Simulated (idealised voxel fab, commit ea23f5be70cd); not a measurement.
The process module that follows is named voxel local oxidation.
Section cut is 230 nm wide and gridded with 5 nm square cells.
A cross-section is written here as square cells arranged in a grid, and it is given in bands from the top down, each band taking up one or more rows of cells. Band: top height; bottom height; in nm. Then, left to right: material with width in nm, for each material. "all across": a single material spanning edge to edge. "air": empty space. Height 0 is the level under which the wafer as received is all one material. The lowest band goes on downwards, as in "top 0, no bottom". Width "30->40": first value at the band's top row of cells, second value at its bottom row, equal change from row to row. For the purposes of this document, the phrase "same as before" attached to a step denotes that no cell within the cross-section was modified by that step. Voids not open to the top, 8 cells minimum: see "Trapped voids". Written width x height at distance; distance is from the left edge; nm. That trailing text on a step's line, after the settings, is the simulator's own remark on the step. For masked steps, "overlay nm" on the step line gives how far right of plan the mask actually lay; a minus sign means it lay to the left.
Below is the list of planned process steps
1. RECEIVE: material Si
2. CONFORMAL_DEP: material SiO2, thk nm 5
3. CONFORMAL_DEP: material SiN, thk nm 15
4. DIRECTIONAL_DEP: material aC, thk nm 15
5. PATTERN: tone cover, mask id ACTIVE, material resist, width nm 120, thk nm 30, overlay nm 0
6. DIRECTIONAL_ETCH: etch materials aC, depth nm 15
7. STRIP: etch materials resist
8. DIRECTIONAL_ETCH: etch materials SiN, depth nm 15
9. STRIP: etch materials aC
10. SELECTIVE_ETCH: etch materials SiO2, depth nm 5
11. OXIDIZE: depth nm 5
12. STRIP: etch materials SiN
Where the wafers of this document differ is in the depth nm of step 11; they start out the same, and the plan states the value that applied to the first wafer.
Cross-section of the first incoming wafer of several, state after step 1
  top 0, no bottom: Si all across
  Trapped voids: none
Cross-section of the first of several wafers once the module has run through its last step, step 12
  top 5, bottom 0: 60 nm air; 110 nm SiO2; 60 nm air
  top 0, bottom -5: 65 nm SiO2; 100 nm Si; 65 nm SiO2
  top -5, no bottom: Si all across
  Trapped voids: none
Showing the last wafer in cross-section at the end of the module
  top 5, bottom 0: 60 nm air; 110 nm SiO2; 60 nm air
  top 0, bottom -30: 90 nm SiO2; 50 nm Si; 90 nm SiO2
  top -30, no bottom: Si all across
  Trapped voids: none
The table below has one row for each wafer; a row shows, as of the end of the module, how many cells of each material the wafer has gained, marked (+), or lost, marked (-), since it was received, and then the wafer's closed voids
depth nm 5; -26 Si; +48 SiO2; Trapped voids: none
depth nm 10; -56 Si; +78 SiO2; Trapped voids: none
depth nm 15; -90 Si; +112 SiO2; Trapped voids: none
depth nm 20; -128 Si; +150 SiO2; Trapped voids: none
depth nm 25; -170 Si; +192 SiO2; Trapped voids: none
depth nm 30; -216 Si; +238 SiO2; Trapped voids: none
